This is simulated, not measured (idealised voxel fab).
process module | voxel spacer lines
cross-section cut | 220 nm wide | cells 5 nm
A cross-section is a grid of square cells, given in bands from the top down. A band is one or more rows of cells.
Each band's line starts with the height of the band's top and of its bottom, in nm. Then come its materials from left to right, each with its width in nm. One material with "throughout" fills the band from edge to edge. "air" is empty space.
Height 0 is the level under which the wafer as received is all one material. The lowest band goes on downwards, as in "0 down".
A width such as "30 to 40" changes by the same amount from each row of cells to the next, from the band's top row to its bottom row.
"no change" after a step means that no cell of the cross-section changed.
closed voids: empty space of 8 cells or more with no open way to the top, each as width x height at its distance from the left edge, in nm
after a step's settings: what the simulator itself notes on the step
overlay nm, on a step with a mask: how far to the right of its planned place the mask lay; to the left if negative
plan
1 op RECEIVE | material Si
2 op CONFORMAL_DEP | material Al2O3 | thk nm 10
3 op DIRECTIONAL_DEP | material TiN | thk nm 10
4 op DIRECTIONAL_DEP | material aC | thk nm 20
5 op PATTERN | tone cover | mask id MANDREL | material resist | width nm 20 | pitch nm 60 | thk nm 30 | overlay nm -15
6 op DIRECTIONAL_ETCH | etch materials aC | depth nm 20
7 op STRIP | etch materials resist
8 op CONFORMAL_DEP | material SiN | thk nm 10
9 op DIRECTIONAL_ETCH | etch materials SiN | depth nm 10
10 op STRIP | etch materials aC
11 op DIRECTIONAL_ETCH | etch materials TiN | depth nm 10
12 op STRIP | etch materials SiN
varied across the wafers: overlay nm of step 5. The plan shows the first wafer's value. All wafers start alike
first wafer as received, after step 1
  0 down: Si throughout
  closed voids: none
each wafer at the end: cells of each material gained (+) or lost (-) since it was received, then its closed voids
overlay nm -15 | +88 Al2O3 | +24 TiN | closed voids: none
overlay nm -10 | +88 Al2O3 | +24 TiN | closed voids: none
overlay nm -5 | +88 Al2O3 | +24 TiN | closed voids: none
overlay nm 0 | +88 Al2O3 | +24 TiN | closed voids: none
overlay nm 5 | +88 Al2O3 | +24 TiN | closed voids: none
overlay nm 10 | +88 Al2O3 | +24 TiN | closed voids: none
overlay nm 15 | +88 Al2O3 | +24 TiN | closed voids: none
